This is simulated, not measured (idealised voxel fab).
A process module follows: voxel plated lines.
This is section cut - it's 285 nm across, gridded in 5 nm square cells.
This document writes a cross-section as a grid whose cells are square, and gives it as bands, listed from the top down; one or more rows of cells form a band.
The band entry comprises the height of the band's top followed by the height of its bottom, expressed in nm, and subsequently the band's materials from left to right, each stated together with its width in nm. Where a single material is marked with the word "throughout", that material fills the band from edge to edge. The word "air" represents empty space.
Heights are measured from 0, the level below which the as-received wafer is all one material; the lowest band has no bottom and continues downward, written as in "z 0 and below".
The two numbers in a width such as "30 to 40" mark its ends across the band: the first belongs to the top row of cells, the second to the bottom row, and from each row to the next the width moves by the same amount.
Step marked "no change"? Then no cell in the cross-section changed in it.
The list in "Trapped voids" covers empty spaces of 8 cells or more that cannot reach the top through any open way, and it gives each as width x height at distance; the distance is from the left edge, and width, height and distance are in nm.
Text after the settings on a step's line: the simulator's own remark on that step.
overlay nm: on a step with a mask, how far right of its planned place the mask lay; negative means left.

PROCESS STEPS (PLANNED)
step 1: RECEIVE [material Si]
step 2: CONFORMAL_DEP [material SiN] [thk nm 10]
step 3: DIRECTIONAL_DEP [material TiN] [thk nm 5]
step 4: PATTERN [tone open] [mask id LINES] [material resist] [width nm 20] [pitch nm 40] [thk nm 15] [overlay nm 0]
step 5: EPI [material Ru] [thk nm 10]
step 6: STRIP [etch materials resist]
step 7: DIRECTIONAL_ETCH [etch materials TiN] [depth nm 5]
step 8: CONFORMAL_DEP [material SiN] [thk nm 10]

SO THIS IS THE INCOMING WAFER IN CROSS-SECTION - IT'S ALREADY BEEN THROUGH STEP 1
  z 0 and below | Si throughout
  Trapped voids: none

FIRST WAFER OF TWO, SECTIONED AT END OF MODULE; RUN WENT PER PLAN
  z 35 to 25 | air 100  SiN 80  air 105
  z 25 to 20 | air 100  SiN 10  Ru 20  SiN 20  Ru 20  SiN 10  air 105
  z 20 to 15 | SiN 110  Ru 20  SiN 20  Ru 20  SiN 115
  z 15 to 10 | SiN 110  TiN 20  SiN 20  TiN 20  SiN 115
  z 10 to 0 | SiN throughout
  z 0 and below | Si throughout
  Trapped voids: none

SECOND WAFER THROUGH THE MODULE, SECTIONED AT THE END: SAME BEGINNING AND SAME PLAN AS THE FIRST WAFER, WITH ONE MISTAKE IN CARRYING IT OUT
  z 35 to 25 | air 100  SiN 85  air 100
  z 25 to 20 | air 100  SiN 10  Ru 25  SiN 15  Ru 25  SiN 10  air 100
  z 20 to 15 | SiN 110  Ru 25  SiN 15  Ru 25  SiN 110
  z 15 to 10 | SiN 110  TiN 25  SiN 15  TiN 25  SiN 110
  z 10 to 0 | SiN throughout
  z 0 and below | Si throughout
  Trapped voids: none
Here's what went sideways: it should be noted that step 4 was executed with settings other than those planned, the operation and settings actually applied being PATTERN [tone open] [mask id LINES] [material resist] [width nm 25] [pitch nm 40] [thk nm 15] [overlay nm 0]
FYI, end of process, the second wafer has more or fewer cells of some materials than the first: +4 Ru; -3 SiN; +2 TiN
